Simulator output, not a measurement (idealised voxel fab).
This is a process module. Its name is voxel quadruple lines.
Section cut is 265 nm wide and gridded with 5 nm square cells.
When this document writes out a cross-section, it uses a grid of square cells and lists it as bands, beginning at the top and moving down, with a band standing for one or more rows of cells. Heights first: top, then bottom, in nm. Then materials, left to right, each with a width in nm. "edge to edge" on a single material: fills the band edge to edge. "empty": empty space. Ref level 0: as-received wafer is one material below here. Bottom band extends down with no lower bound ("z 0 and below"). The two numbers in a width such as "30 to 40" mark its ends across the band: the first belongs to the top row of cells, the second to the bottom row, and from each row to the next the width moves by the same amount. "same as before" means the step left every cell of the cross-section as it was. Voids not open to the top, 8 cells minimum: see "Enclosed void inventory". Written width x height at distance; distance is from the left edge; nm. Whatever follows a step's settings on its line is a remark the simulator itself makes about that step. overlay nm: right-of-plan distance of the mask on a masked step; negative values mean left-of-plan.

[The planned process steps are enumerated hereunder]
- 1: RECEIVE, material Si
- 2: CONFORMAL_DEP, material SiO2, thk nm 5
- 3: DIRECTIONAL_DEP, material W, thk nm 10
- 4: DIRECTIONAL_DEP, material polySi, thk nm 20
- 5: DIRECTIONAL_DEP, material aC, thk nm 20
- 6: PATTERN, tone cover, mask id MANDREL, material resist, width nm 25, pitch nm 80, thk nm 25, overlay nm 0
- 7: DIRECTIONAL_ETCH, etch materials aC, depth nm 20
- 8: STRIP, etch materials resist
- 9: CONFORMAL_DEP, material SiO2, thk nm 15
- 10: DIRECTIONAL_ETCH, etch materials SiO2, depth nm 15
- 11: STRIP, etch materials aC
- 12: DIRECTIONAL_ETCH, etch materials polySi, depth nm 20
- 13: STRIP, etch materials SiO2
- 14: CONFORMAL_DEP, material SiN, thk nm 5
- 15: DIRECTIONAL_ETCH, etch materials SiN, depth nm 5
- 16: STRIP, etch materials polySi
- 17: DIRECTIONAL_ETCH, etch materials W, depth nm 10
- 18: STRIP, etch materials SiN
- 19: FILL_DEP, material lowk, thk nm 10
- 20: CMP, height nm 15

[Delivered wafer in cross-section: state after step 1]
  z 0 and below | Si edge to edge
  Enclosed void inventory: none

[First wafer of two, sectioned at end of module; run went per plan]
  z 15 to 5 | lowk 60 nm  W 5 nm  lowk 15 nm  W 5 nm  lowk 15 nm  W 5 nm  lowk 15 nm  W 5 nm  lowk 15 nm  W 5 nm  lowk 15 nm  W 5 nm  lowk 15 nm  W 5 nm  lowk 15 nm  W 5 nm  lowk 60 nm
  z 5 to 0 | SiO2 edge to edge
  z 0 and below | Si edge to edge
  Enclosed void inventory: none

[Wafer two, sectioned after the module: the first wafer's start, the first wafer's plan, and one mistake in how it was run]
  z 15 to 5 | lowk 55 nm  W 5 nm  lowk 15 nm  W 5 nm  lowk 15 nm  W 5 nm  lowk 15 nm  W 5 nm  lowk 15 nm  W 5 nm  lowk 15 nm  W 5 nm  lowk 15 nm  W 5 nm  lowk 15 nm  W 5 nm  lowk 65 nm
  z 5 to 0 | SiO2 edge to edge
  z 0 and below | Si edge to edge
  Enclosed void inventory: none
Want to know what went wrong? the process deviated at step 6: the operation and settings actually run there were PATTERN, tone cover, mask id MANDREL, material resist, width nm 25, pitch nm 80, thk nm 25, overlay nm -5
Comparing end states, the material composition by cell count is preserved from the first wafer to the second, while the locations of the cells are not.
